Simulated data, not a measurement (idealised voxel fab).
process module | voxel released beams
cross-section cut | 220 nm wide | cells 5 nm
A cross-section is a grid of square cells, given in bands from the top down. A band is one or more rows of cells.
Each band's line starts with the height of the band's top and of its bottom, in nm. Then come its materials from left to right, each with its width in nm. One material with "throughout" fills the band from edge to edge. "air" is empty space.
Height 0 is the level under which the wafer as received is all one material. The lowest band goes on downwards, as in "0 down".
A width such as "30 to 40" changes by the same amount from each row of cells to the next, from the band's top row to its bottom row.
"no change" after a step means that no cell of the cross-section changed.
closed voids: empty space of 8 cells or more with no open way to the top, each as width x height at its distance from the left edge, in nm
after a step's settings: what the simulator itself notes on the step
overlay nm, on a step with a mask: how far to the right of its planned place the mask lay; to the left if negative
plan
1 op RECEIVE | material Si
2 op CONFORMAL_DEP | material SiN | thk nm 5
3 op DIRECTIONAL_DEP | material SiO2 | thk nm 10
4 op MASKED_ETCH | tone open | mask id ANCHOR | width nm 25 | etch materials SiO2 | depth nm 10 | overlay nm 0
5 op CONFORMAL_DEP | material polySi | thk nm 10
6 op MASKED_ETCH | tone cover | mask id BEAM | width nm 95 | etch materials polySi | depth nm 10 | overlay nm 0
7 op STRIP | etch materials SiO2
as received, after step 1
  0 down: Si throughout
  closed voids: none
first wafer at the end, as planned
  25 to 15: air 60 | polySi 15 | air 5 | polySi 75 | air 65
  15 to 5: air 65 | polySi 25 | air 130
  5 to 0: SiN throughout
  0 down: Si throughout
  closed voids: none
second wafer at the end: like start, like plan, one mistake
  25 to 15: air 65 | polySi 10 | air 5 | polySi 80 | air 60
  15 to 5: air 65 | polySi 25 | air 130
  5 to 0: SiN throughout
  0 down: Si throughout
  closed voids: none
what went wrong: step 6 ran as: op MASKED_ETCH | tone cover | mask id BEAM | width nm 95 | etch materials polySi | depth nm 10 | overlay nm 5
at the end the second wafer has, in cells: as many of each material as the first, in other places
